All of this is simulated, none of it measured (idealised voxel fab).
process module | voxel gate over fins
cross-section cut | 290 nm wide | cells 5 nm
A cross-section is a grid of square cells, given in bands from the top down. A band is one or more rows of cells.
Each band's line starts with the height of the band's top and of its bottom, in nm. Then come its materials from left to right, each with its width in nm. One material with "throughout" fills the band from edge to edge. "air" is empty space.
Height 0 is the level under which the wafer as received is all one material. The lowest band goes on downwards, as in "0 down".
A width such as "30 to 40" changes by the same amount from each row of cells to the next, from the band's top row to its bottom row.
"no change" after a step means that no cell of the cross-section changed.
closed voids: empty space of 8 cells or more with no open way to the top, each as width x height at its distance from the left edge, in nm
after a step's settings: what the simulator itself notes on the step
overlay nm, on a step with a mask: how far to the right of its planned place the mask lay; to the left if negative
plan
1 op RECEIVE | material Si
2 op CONFORMAL_DEP | material SiN | thk nm 5
3 op PATTERN | tone cover | mask id FINS | material resist | width nm 15 | pitch nm 45 | thk nm 15 | overlay nm 0
4 op DIRECTIONAL_ETCH | etch materials SiN | depth nm 5
5 op DIRECTIONAL_ETCH | etch materials Si | depth nm 30
6 op STRIP | etch materials resist
7 op OXIDIZE | depth nm 5
8 op FILL_DEP | material SiO2 | thk nm 5
9 op CMP | height nm 5
10 op SELECTIVE_ETCH | etch materials SiO2 | depth nm 15
11 op STRIP | etch materials SiN
12 op CONFORMAL_DEP | material HfO2 | thk nm 5
13 op CONFORMAL_DEP | material TiN | thk nm 5
14 op FILL_DEP | material W | thk nm 15
15 op CMP | height nm 20
16 op CONFORMAL_DEP | material SiCN | thk nm 10
first wafer, as planned
as received, after step 1
  0 down: Si throughout
  closed voids: none
after step 2
  5 to 0: SiN throughout
  below 0: unchanged
after step 3
  20 to 5: air 90 | resist 15 | air 30 | resist 15 | air 30 | resist 15 | air 95
  below 5: unchanged
after step 4
  20 to 5: air 90 | resist 15 | air 30 | resist 15 | air 30 | resist 15 | air 95
  5 to 0: air 90 | SiN 15 | air 30 | SiN 15 | air 30 | SiN 15 | air 95
  below 0: unchanged
after step 5
  20 to 5: air 90 | resist 15 | air 30 | resist 15 | air 30 | resist 15 | air 95
  5 to 0: air 90 | SiN 15 | air 30 | SiN 15 | air 30 | SiN 15 | air 95
  0 to -30: air 90 | Si 15 | air 30 | Si 15 | air 30 | Si 15 | air 95
  below -30: unchanged
after step 6
  5 to 0: air 90 | SiN 15 | air 30 | SiN 15 | air 30 | SiN 15 | air 95
  below 0: unchanged
after step 7
  5 to 0: air 90 | SiN 15 | air 30 | SiN 15 | air 30 | SiN 15 | air 95
  0 to -30: air 90 | SiO2 5 | Si 5 | SiO2 5 | air 30 | SiO2 5 | Si 5 | SiO2 5 | air 30 | SiO2 5 | Si 5 | SiO2 5 | air 95
  -30 to -35: SiO2 95 | Si 5 | SiO2 40 | Si 5 | SiO2 40 | Si 5 | SiO2 100
  below -35: unchanged
after step 8
  10 to 5: SiO2 throughout
  5 to 0: SiO2 90 | SiN 15 | SiO2 30 | SiN 15 | SiO2 30 | SiN 15 | SiO2 95
  0 to -35: SiO2 95 | Si 5 | SiO2 40 | Si 5 | SiO2 40 | Si 5 | SiO2 100
  below -35: unchanged
after step 9
  5 to 0: SiO2 90 | SiN 15 | SiO2 30 | SiN 15 | SiO2 30 | SiN 15 | SiO2 95
  below 0: unchanged
after step 10
  5 to 0: air 90 | SiN 15 | air 30 | SiN 15 | air 30 | SiN 15 | air 95
  0 to -10: air 95 | Si 5 | air 40 | Si 5 | air 40 | Si 5 | air 100
  below -10: unchanged
after step 11
  0 to -10: air 95 | Si 5 | air 40 | Si 5 | air 40 | Si 5 | air 100
  below -10: unchanged
after step 12
  5 to 0: air 90 | HfO2 15 | air 30 | HfO2 15 | air 30 | HfO2 15 | air 95
  0 to -5: air 90 | HfO2 5 | Si 5 | HfO2 5 | air 30 | HfO2 5 | Si 5 | HfO2 5 | air 30 | HfO2 5 | Si 5 | HfO2 5 | air 95
  -5 to -10: HfO2 95 | Si 5 | HfO2 40 | Si 5 | HfO2 40 | Si 5 | HfO2 100
  below -10: unchanged
after step 13
  10 to 5: air 85 | TiN 25 | air 20 | TiN 25 | air 20 | TiN 25 | air 90
  5 to 0: air 85 | TiN 5 | HfO2 15 | TiN 5 | air 20 | TiN 5 | HfO2 15 | TiN 5 | air 20 | TiN 5 | HfO2 15 | TiN 5 | air 90
  0 to -5: TiN 90 | HfO2 5 | Si 5 | HfO2 5 | TiN 30 | HfO2 5 | Si 5 | HfO2 5 | TiN 30 | HfO2 5 | Si 5 | HfO2 5 | TiN 95
  below -5: unchanged
after step 14
  25 to 10: W throughout
  10 to 5: W 85 | TiN 25 | W 20 | TiN 25 | W 20 | TiN 25 | W 90
  5 to 0: W 85 | TiN 5 | HfO2 15 | TiN 5 | W 20 | TiN 5 | HfO2 15 | TiN 5 | W 20 | TiN 5 | HfO2 15 | TiN 5 | W 90
  below 0: unchanged
after step 15
  20 to 10: W throughout
  below 10: unchanged
after step 16
  30 to 20: SiCN throughout
  below 20: unchanged
second wafer: like start, like plan, one mistake. Through step 2 it matches the first wafer
when step 3 should have ended
  20 to 5: air 80 | resist 15 | air 30 | resist 15 | air 30 | resist 15 | air 105
  below 5: unchanged
when step 4 should have ended
  20 to 5: air 80 | resist 15 | air 30 | resist 15 | air 30 | resist 15 | air 105
  5 to 0: air 80 | SiN 15 | air 30 | SiN 15 | air 30 | SiN 15 | air 105
  below 0: unchanged
when step 5 should have ended
  20 to 5: air 80 | resist 15 | air 30 | resist 15 | air 30 | resist 15 | air 105
  5 to 0: air 80 | SiN 15 | air 30 | SiN 15 | air 30 | SiN 15 | air 105
  0 to -30: air 80 | Si 15 | air 30 | Si 15 | air 30 | Si 15 | air 105
  below -30: unchanged
when step 6 should have ended
  5 to 0: air 80 | SiN 15 | air 30 | SiN 15 | air 30 | SiN 15 | air 105
  below 0: unchanged
when step 7 should have ended
  5 to 0: air 80 | SiN 15 | air 30 | SiN 15 | air 30 | SiN 15 | air 105
  0 to -30: air 80 | SiO2 5 | Si 5 | SiO2 5 | air 30 | SiO2 5 | Si 5 | SiO2 5 | air 30 | SiO2 5 | Si 5 | SiO2 5 | air 105
  -30 to -35: SiO2 85 | Si 5 | SiO2 40 | Si 5 | SiO2 40 | Si 5 | SiO2 110
  below -35: unchanged
when step 8 should have ended
  10 to 5: SiO2 throughout
  5 to 0: SiO2 80 | SiN 15 | SiO2 30 | SiN 15 | SiO2 30 | SiN 15 | SiO2 105
  0 to -35: SiO2 85 | Si 5 | SiO2 40 | Si 5 | SiO2 40 | Si 5 | SiO2 110
  below -35: unchanged
when step 9 should have ended
  5 to 0: SiO2 80 | SiN 15 | SiO2 30 | SiN 15 | SiO2 30 | SiN 15 | SiO2 105
  below 0: unchanged
when step 10 should have ended
  5 to 0: air 80 | SiN 15 | air 30 | SiN 15 | air 30 | SiN 15 | air 105
  0 to -10: air 85 | Si 5 | air 40 | Si 5 | air 40 | Si 5 | air 110
  below -10: unchanged
when step 11 should have ended
  0 to -10: air 85 | Si 5 | air 40 | Si 5 | air 40 | Si 5 | air 110
  below -10: unchanged
when step 12 should have ended
  5 to 0: air 80 | HfO2 15 | air 30 | HfO2 15 | air 30 | HfO2 15 | air 105
  0 to -5: air 80 | HfO2 5 | Si 5 | HfO2 5 | air 30 | HfO2 5 | Si 5 | HfO2 5 | air 30 | HfO2 5 | Si 5 | HfO2 5 | air 105
  -5 to -10: HfO2 85 | Si 5 | HfO2 40 | Si 5 | HfO2 40 | Si 5 | HfO2 110
  below -10: unchanged
when step 13 should have ended
  10 to 5: air 75 | TiN 25 | air 20 | TiN 25 | air 20 | TiN 25 | air 100
  5 to 0: air 75 | TiN 5 | HfO2 15 | TiN 5 | air 20 | TiN 5 | HfO2 15 | TiN 5 | air 20 | TiN 5 | HfO2 15 | TiN 5 | air 100
  0 to -5: TiN 80 | HfO2 5 | Si 5 | HfO2 5 | TiN 30 | HfO2 5 | Si 5 | HfO2 5 | TiN 30 | HfO2 5 | Si 5 | HfO2 5 | TiN 105
  below -5: unchanged
when step 14 should have ended
  25 to 10: W throughout
  10 to 5: W 75 | TiN 25 | W 20 | TiN 25 | W 20 | TiN 25 | W 100
  5 to 0: W 75 | TiN 5 | HfO2 15 | TiN 5 | W 20 | TiN 5 | HfO2 15 | TiN 5 | W 20 | TiN 5 | HfO2 15 | TiN 5 | W 100
  below 0: unchanged
when step 15 should have ended
  20 to 10: W throughout
  below 10: unchanged
when step 16 should have ended
  30 to 20: SiCN throughout
  below 20: unchanged
what went wrong: step 3 ran as: op PATTERN | tone cover | mask id FINS | material resist | width nm 15 | pitch nm 45 | thk nm 15 | overlay nm -10
at the end the second wafer has, in cells: as many of each material as the first, in other places
